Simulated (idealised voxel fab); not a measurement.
Name of the process module below: voxel plated lines
It is cross-section cut that appears here, measuring 215 nm in width, its square cells being 5 nm in size.
Cross-section format: a grid of square cells, given as bands from top to bottom; each band is one or more rows of cells.
Band: top and bottom heights (nm) first, top before bottom; then materials from left to right, widths in nm. "all across" marks a sole material filling the band edge to edge. "empty" denotes empty space.
Heights are measured from 0, the level below which the as-received wafer is all one material; the lowest band has no bottom and continues downward, written as in "0..down".
A width given as "30->40" starts at the first number in the band's top row and ends at the second number in its bottom row, shifting by an equal amount at every step from row to row.
Step marked "no modifications"? Then no cell in the cross-section changed in it.
"Completely enclosed voids" enumerates empty spaces isolated from the top, with no open way to it, that contain at least 8 cells, giving each as width x height at distance from the left edge, all three in nm.
Note: text after step settings on the step line = simulator remark on that step.
overlay nm: mask offset rightward from planned place, masked step; negative means leftward offset.

### Below is the list of planned process steps
1 op RECEIVE | material Si
2 op CONFORMAL_DEP | material SiO2 | thk nm 15
3 op DIRECTIONAL_DEP | material TiN | thk nm 5
4 op PATTERN | tone open | mask id LINES | material resist | width nm 20 | pitch nm 40 | thk nm 40 | overlay nm 0
5 op EPI | material Ru | thk nm 10
6 op EPI | material Ru | thk nm 5
7 op EPI | material Ru | thk nm 5
8 op STRIP | etch materials resist
9 op DIRECTIONAL_ETCH | etch materials TiN | depth nm 5
10 op CONFORMAL_DEP | material SiN | thk nm 10

### Cross-section of the wafer as it came to us, i.e., already through step 1
* 0..down = Si all across
* Completely enclosed voids: none

### Starting wafer: above. Plan: above. Run: one mistake. Cross-section after the module: below
* 60..50 = empty (45) | SiN (120) | empty (50)
* 50..25 = empty (45) | SiN (10) | Ru (20) | SiN (20) | Ru (20) | SiN (20) | Ru (20) | SiN (10) | empty (50)
* 25..20 = SiN (55) | Ru (20) | SiN (20) | Ru (20) | SiN (20) | Ru (20) | SiN (60)
* 20..15 = SiN (55) | TiN (20) | SiN (20) | TiN (20) | SiN (20) | TiN (20) | SiN (60)
* 15..0 = SiO2 all across
* 0..down = Si all across
* Completely enclosed voids: none
What was the processing mistake? twice, step 5 of the plan was run
